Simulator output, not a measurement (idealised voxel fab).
Proc. module: voxel transistor to metal
This is section cut - it's 150 nm across, gridded in 5 nm square cells.
The cross-sections in this document take the form of a grid made of square cells. They are written out as bands, in order from top to bottom. Each band consists of one or more rows of cells.
Band entry format. Leading values: height of top, height of bottom, nm. Remainder: materials in left-to-right order, each with its width in nm. Special words: "everywhere" on a single material, which then fills the band edge to edge; "air", empty space.
Measure heights from 0. That's the level where, below it, the as-received wafer is all one material. The lowest band is bottomless and extends downward; write it as in "0 -> down".
Top row gets the first number, bottom row gets the second, and each row in between changes by the same step: that is how a band width like "30 to 40" works.
Basically "remains unaltered" means that step didn't change any cell in the cross-section.
Listed in "Closed cavity list": every empty space of 8 or more cells without an open way to the top. Form: width x height at distance, the distance being from the left edge, all in nm.
If you see something after the settings on a step's line, that's the simulator's own remark about that step.
overlay nm: mask right of planned place by this much (step with mask). Neg. = left.

Intended process steps
1) RECEIVE with material Si
2) CONFORMAL_DEP with material SiO2, thk nm 5
3) CONFORMAL_DEP with material SiN, thk nm 10
4) PATTERN with tone cover, mask id ACTIVE, material resist, width nm 115, thk nm 15, overlay nm 0
5) DIRECTIONAL_ETCH with etch materials SiN, depth nm 10
6) DIRECTIONAL_ETCH with etch materials SiO2, depth nm 5
7) DIRECTIONAL_ETCH with etch materials Si, depth nm 20
8) STRIP with etch materials resist
9) FILL_DEP with material SiO2, thk nm 15
10) CMP with height nm 15
11) SELECTIVE_ETCH with etch materials SiO2, depth nm 10
12) STRIP with etch materials SiN
13) SELECTIVE_ETCH with etch materials SiO2, depth nm 5
14) OXIDIZE with depth nm 5
15) DIRECTIONAL_DEP with material polySi, thk nm 20
16) DIRECTIONAL_DEP with material SiCN, thk nm 10
17) DIRECTIONAL_DEP with material aC, thk nm 10
18) PATTERN with tone cover, mask id GATE, material resist, width nm 35, thk nm 30, overlay nm 0
19) DIRECTIONAL_ETCH with etch materials aC, depth nm 10
20) STRIP with etch materials resist
21) DIRECTIONAL_ETCH with etch materials SiCN, depth nm 20
22) DIRECTIONAL_ETCH with etch materials polySi, depth nm 30
23) STRIP with etch materials aC
24) CONFORMAL_DEP with material SiN, thk nm 5
25) DIRECTIONAL_ETCH with etch materials SiN, depth nm 5
26) DIRECTIONAL_ETCH with etch materials SiO2, depth nm 5
27) DIRECTIONAL_ETCH with etch materials Si, depth nm 5
28) EPI with material SiGe, thk nm 10
29) FILL_DEP with material SiO2, thk nm 10
30) CMP with height nm 20
31) STRIP with etch materials polySi
32) SELECTIVE_ETCH with etch materials SiO2, depth nm 5
33) CONFORMAL_DEP with material HfO2, thk nm 5
34) CONFORMAL_DEP with material TiN, thk nm 5
35) FILL_DEP with material W, thk nm 5
36) CMP with height nm 15
37) DIRECTIONAL_DEP with material SiO2, thk nm 10
38) PATTERN with tone open, mask id CONTACT, material resist, width nm 15, pitch nm 90, thk nm 20, overlay nm 0
39) DIRECTIONAL_ETCH with etch materials SiO2, depth nm 25
40) STRIP with etch materials resist
41) CONFORMAL_DEP with material TiN, thk nm 5
42) FILL_DEP with material W, thk nm 5
43) CMP with height nm 25
44) CONFORMAL_DEP with material SiCN, thk nm 5
45) DIRECTIONAL_DEP with material lowk, thk nm 20
46) PATTERN with tone open, mask id METAL_1, material resist, width nm 15, pitch nm 90, thk nm 15, overlay nm 0
47) DIRECTIONAL_ETCH with etch materials lowk, depth nm 20
48) DIRECTIONAL_ETCH with etch materials SiCN, depth nm 5
49) STRIP with etch materials resist
50) CONFORMAL_DEP with material TiN, thk nm 5
51) FILL_DEP with material Ru, thk nm 5
52) CMP with height nm 50
53) EPI with material Ru, thk nm 5
54) FILL_DEP with material SiCN, thk nm 5

Wafer at receipt (post step 1), cross-section
  0 -> down = Si everywhere
  Closed cavity list: none

Module complete, cross-section. Starting point and plan per above. One mistake made in running the module
  65 -> 60 = SiCN everywhere
  60 -> 55 = Ru everywhere
  55 -> 50 = TiN=25; Ru=5; TiN=85; Ru=5; TiN=30
  50 -> 30 = lowk=20; TiN=5; Ru=5; TiN=5; lowk=75; TiN=5; Ru=5; TiN=5; lowk=25
  30 -> 25 = SiCN=20; TiN=15; SiCN=75; TiN=15; SiCN=25
  25 -> 15 = SiO2=20; TiN=5; W=5; TiN=5; SiO2=75; TiN=5; W=5; TiN=5; SiO2=25
  15 -> 5 = SiO2=20; TiN=5; W=5; TiN=5; SiO2=15; SiN=5; HfO2=5; TiN=5; W=15; TiN=5; HfO2=5; SiN=5; SiO2=15; TiN=5; W=5; TiN=5; SiO2=25
  5 -> 0 = SiO2=20; TiN=15; SiO2=5; SiGe=10; SiN=5; HfO2=5; TiN=25; HfO2=5; SiN=5; SiGe=10; SiO2=5; TiN=15; SiO2=25
  0 -> -5 = SiO2=10; SiGe=40; HfO2=45; SiGe=40; SiO2=15
  -5 -> -10 = SiO2=15; SiGe=35; Si=45; SiGe=35; SiO2=20
  -10 -> -20 = SiO2=15; Si=115; SiO2=20
  -20 -> down = Si everywhere
  Closed cavity list: none
Against the plan, the run slipped here: step 52 did not happen as planned, as run it was CMP with height nm 55
